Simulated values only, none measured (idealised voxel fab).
Module name: voxel gate over fins (process module)
This is section cut - it's 270 nm across, gridded in 5 nm square cells.
In this document a cross-section is written as a grid of square cells. It is given as a series of bands, listed from the top down, and a band is one or more rows of cells.
Within each band entry, the heights of the top and of the bottom of the band appear first, in that order and in nm; the materials of the band then follow from left to right, each with its corresponding width in nm. The designation "everywhere" on a single material indicates that it fills the band from edge to edge; the designation "air" indicates empty space.
Heads up on the height convention: 0 is the point under which the incoming wafer is all one material, and the lowest band has no bottom, it just keeps going down, like "0 nm and below".
The notation "30 to 40" denotes a width that varies across the rows of cells in the band, beginning at the first number in the top row, finishing at the second number in the bottom row, and changing by an identical amount from each row to the next.
Take "remains unaltered" at face value: in the step it is given for, the cross-section changed in none of its cells.
"Voids lacking openings" lists enclosed empty spaces (at least 8 cells, no open path upward to the top), each as width x height at distance from the left edge, in nm.
Whatever follows a step's settings on its line is a remark the simulator itself makes about that step.
overlay nm: right-of-plan distance of the mask on a masked step; negative values mean left-of-plan.

STEPS PLANNED FOR THE PROCESS
1. RECEIVE with material Si
2. CONFORMAL_DEP with material SiN, thk nm 10
3. DIRECTIONAL_DEP with material aC, thk nm 15
4. PATTERN with tone cover, mask id FINS, material resist, width nm 15, pitch nm 45, thk nm 30, overlay nm 0
5. DIRECTIONAL_ETCH with etch materials aC, depth nm 15
6. STRIP with etch materials resist
7. DIRECTIONAL_ETCH with etch materials SiN, depth nm 10
8. DIRECTIONAL_ETCH with etch materials Si, depth nm 30
9. STRIP with etch materials aC
10. FILL_DEP with material SiO2, thk nm 10
11. CMP with height nm 10
12. SELECTIVE_ETCH with etch materials SiO2, depth nm 15
13. STRIP with etch materials SiN
14. CONFORMAL_DEP with material HfO2, thk nm 5
15. CONFORMAL_DEP with material TiN, thk nm 5
16. FILL_DEP with material W, thk nm 10
17. CMP with height nm 15
18. CONFORMAL_DEP with material SiCN, thk nm 10
Every wafer here starts from the same state; it is the step 12 depth nm that distinguishes them, and the value the plan gives belongs to the first wafer.

SECTIONAL VIEW: FIRST OF SEVERAL WAFERS, AS RECEIVED, AFTER STEP 1
- 0 nm and below  Si everywhere
- Voids lacking openings: none

CROSS-SECTION AFTER STEP 18, THE FINAL STEP OF THE MODULE, FOR THE FIRST OF SEVERAL WAFERS
- 25 nm to 15 nm  SiCN everywhere
- 15 nm to 10 nm  W everywhere
- 10 nm to 5 nm  W=50, then TiN=35, then W=10, then TiN=35, then W=10, then TiN=35, then W=10, then TiN=35, then W=50
- 5 nm to 0 nm  TiN=55, then HfO2=25, then TiN=20, then HfO2=25, then TiN=20, then HfO2=25, then TiN=20, then HfO2=25, then TiN=55
- 0 nm to -5 nm  HfO2=60, then Si=15, then HfO2=30, then Si=15, then HfO2=30, then Si=15, then HfO2=30, then Si=15, then HfO2=60
- -5 nm to -30 nm  SiO2=60, then Si=15, then SiO2=30, then Si=15, then SiO2=30, then Si=15, then SiO2=30, then Si=15, then SiO2=60
- -30 nm and below  Si everywhere
- Voids lacking openings: none

CROSS-SECTION OF THE FINAL WAFER AMONG SEVERAL, TAKEN AT THE END OF THE MODULE
- 25 nm to 15 nm  SiCN everywhere
- 15 nm to 10 nm  W everywhere
- 10 nm to 5 nm  W=50, then TiN=35, then W=10, then TiN=35, then W=10, then TiN=35, then W=10, then TiN=35, then W=50
- 5 nm to 0 nm  W=50, then TiN=5, then HfO2=25, then TiN=5, then W=10, then TiN=5, then HfO2=25, then TiN=5, then W=10, then TiN=5, then HfO2=25, then TiN=5, then W=10, then TiN=5, then HfO2=25, then TiN=5, then W=50
- 0 nm to -20 nm  W=50, then TiN=5, then HfO2=5, then Si=15, then HfO2=5, then TiN=5, then W=10, then TiN=5, then HfO2=5, then Si=15, then HfO2=5, then TiN=5, then W=10, then TiN=5, then HfO2=5, then Si=15, then HfO2=5, then TiN=5, then W=10, then TiN=5, then HfO2=5, then Si=15, then HfO2=5, then TiN=5, then W=50
- -20 nm to -25 nm  TiN=55, then HfO2=5, then Si=15, then HfO2=5, then TiN=20, then HfO2=5, then Si=15, then HfO2=5, then TiN=20, then HfO2=5, then Si=15, then HfO2=5, then TiN=20, then HfO2=5, then Si=15, then HfO2=5, then TiN=55
- -25 nm to -30 nm  HfO2=60, then Si=15, then HfO2=30, then Si=15, then HfO2=30, then Si=15, then HfO2=30, then Si=15, then HfO2=60
- -30 nm and below  Si everywhere
- Voids lacking openings: none

NOTE: THE FOLLOWING TABLE IS ARRANGED BY WAFER, A ROW APIECE. EACH ROW REPORTS THE END-OF-MODULE STATE: PER MATERIAL, CELLS GAINED (+) OR CELLS LOST (-) COMPARED WITH THE WAFER AS RECEIVED; CLOSED VOIDS FOLLOW
depth nm 15, +62 HfO2, -252 Si, +108 SiCN, +210 SiO2, +62 TiN, +80 W, Voids lacking openings: none
depth nm 20, +70 HfO2, -252 Si, +108 SiCN, +168 SiO2, +70 TiN, +106 W, Voids lacking openings: none
depth nm 25, +78 HfO2, -252 Si, +108 SiCN, +126 SiO2, +78 TiN, +132 W, Voids lacking openings: none
depth nm 30, +86 HfO2, -252 Si, +108 SiCN, +84 SiO2, +86 TiN, +158 W, Voids lacking openings: none
depth nm 35, +94 HfO2, -252 Si, +108 SiCN, +42 SiO2, +94 TiN, +184 W, Voids lacking openings: none
depth nm 40, +102 HfO2, -252 Si, +108 SiCN, +102 TiN, +210 W, Voids lacking openings: none
